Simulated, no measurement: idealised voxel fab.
The following process module bears the name voxel capacitor over wiring.
This is section cut - it's 205 nm across, gridded in 5 nm square cells.
Bands, listed from the top down, are how a cross-section gets written in this document; the cross-section itself is a grid of square cells, and a band is one or more rows of them.
What a band's entry tells you: where the top is and where the bottom is, as heights in nm, and after that what lies inside, material by material from left to right, each with its width in nm. Empty space is written as the word "empty", and a single material marked with the word "edge to edge" occupies the band from edge to edge.
Convention: height 0 is the level below which the wafer, as received, is all one material. The lowest band does not terminate at the bottom but continues downward, represented as "0 -> down".
When a width is written as two numbers, as in "30 to 40", the first number is the width in the top row of cells of the band and the second is the width in its bottom row, and the width changes by the same amount from each row to the next.
"nothing got changed" (step): cross-section cells unchanged, all of them.
"Closed voids list" lists enclosed empty spaces (at least 8 cells, no open path upward to the top), each as width x height at distance from the left edge, in nm.
It should be noted that, on the line of a given step, the content following the step's settings is a remark produced by the simulator itself with respect to that step.
Steps that use a mask can have "overlay nm" on their line. It says how far the mask sat to the right of where it was meant to be. Negative means to the left.

[Planned process steps]
1 RECEIVE with material Si
2 CONFORMAL_DEP with material SiO2, thk nm 15
3 CONFORMAL_DEP with material SiCN, thk nm 5
4 DIRECTIONAL_DEP with material lowk, thk nm 25
5 PATTERN with tone open, mask id METAL_1, material resist, width nm 30, pitch nm 80, thk nm 15, overlay nm 0
6 DIRECTIONAL_ETCH with etch materials lowk, depth nm 25
7 DIRECTIONAL_ETCH with etch materials SiCN, depth nm 5
8 STRIP with etch materials resist
9 CONFORMAL_DEP with material TiN, thk nm 5
10 FILL_DEP with material Cu, thk nm 10
11 CMP with height nm 45
12 CONFORMAL_DEP with material SiCN, thk nm 5
13 DIRECTIONAL_DEP with material SiO2, thk nm 15
14 MASKED_ETCH with tone open, mask id PLUG_1, width nm 15, etch materials SiO2, depth nm 15, overlay nm 0
15 MASKED_ETCH with tone open, mask id PLUG_1, width nm 15, etch materials SiCN, depth nm 5, overlay nm 0
16 EPI with material Ru, thk nm 10
17 EPI with material Ru, thk nm 10
18 DIRECTIONAL_DEP with material TiN, thk nm 5
19 DIRECTIONAL_DEP with material SiN, thk nm 5
20 DIRECTIONAL_DEP with material TiN, thk nm 10
21 DIRECTIONAL_DEP with material aC, thk nm 10
22 PATTERN with tone cover, mask id UPPER_PLATE, material resist, width nm 55, thk nm 25, overlay nm 0
23 DIRECTIONAL_ETCH with etch materials aC, depth nm 10
24 STRIP with etch materials resist
25 DIRECTIONAL_ETCH with etch materials TiN, depth nm 10
26 DIRECTIONAL_ETCH with etch materials SiN, depth nm 5
27 STRIP with etch materials aC
28 PATTERN with tone cover, mask id LOWER_PLATE, material resist, width nm 65, thk nm 20, overlay nm 0
29 DIRECTIONAL_ETCH with etch materials TiN, depth nm 5
30 STRIP with etch materials resist
31 FILL_DEP with material SiO2, thk nm 15
32 CMP with height nm 95
33 PATTERN with tone open, mask id PLUG_2, material resist, width nm 15, thk nm 15, overlay nm 0
34 DIRECTIONAL_ETCH with etch materials SiO2, depth nm 10
35 STRIP with etch materials resist
36 CONFORMAL_DEP with material TiN, thk nm 5
37 FILL_DEP with material Cu, thk nm 5
38 CMP with height nm 95
39 CONFORMAL_DEP with material SiN, thk nm 5

[Incoming wafer, cross-sectional view, post step 1]
0 -> down: Si edge to edge
Closed voids list: none

[Module complete - cross-section of the first of two wafers, run according to plan]
100 -> 95: SiN edge to edge
95 -> 90: SiO2=70 | TiN=5 | Cu=5 | TiN=5 | SiO2=120
90 -> 85: SiO2=70 | TiN=15 | SiO2=120
85 -> 75: SiO2=60 | TiN=55 | SiO2=90
75 -> 70: SiO2=60 | SiN=55 | SiO2=90
70 -> 65: SiO2=55 | TiN=65 | SiO2=85
65 -> 50: SiO2=60 | Ru=15 | SiO2=130
50 -> 45: SiCN=60 | Ru=15 | SiCN=130
45 -> 20: lowk=45 | TiN=5 | Cu=20 | TiN=5 | lowk=50 | TiN=5 | Cu=20 | TiN=5 | lowk=50
20 -> 15: SiCN=45 | TiN=30 | SiCN=50 | TiN=30 | SiCN=50
15 -> 0: SiO2 edge to edge
0 -> down: Si edge to edge
Closed voids list: none

[Cross-sectional view of the second of two wafers upon completion of the module. This wafer shared its starting condition and process plan with the first; one error was made during its execution]
100 -> 95: Ru edge to edge
95 -> 90: SiO2=70 | TiN=5 | Cu=5 | TiN=5 | SiO2=120
90 -> 85: SiO2=70 | TiN=15 | SiO2=120
85 -> 75: SiO2=60 | TiN=55 | SiO2=90
75 -> 70: SiO2=60 | SiN=55 | SiO2=90
70 -> 65: SiO2=55 | TiN=65 | SiO2=85
65 -> 50: SiO2=60 | Ru=15 | SiO2=130
50 -> 45: SiCN=60 | Ru=15 | SiCN=130
45 -> 20: lowk=45 | TiN=5 | Cu=20 | TiN=5 | lowk=50 | TiN=5 | Cu=20 | TiN=5 | lowk=50
20 -> 15: SiCN=45 | TiN=30 | SiCN=50 | TiN=30 | SiCN=50
15 -> 0: SiO2 edge to edge
0 -> down: Si edge to edge
Closed voids list: none
Run error: step 39 deviated from plan and actually ran as CONFORMAL_DEP with material Ru, thk nm 5
In the final state, the cell counts of the second wafer exceed or fall short of those of the first for the following materials: Ru +41 | SiN -41
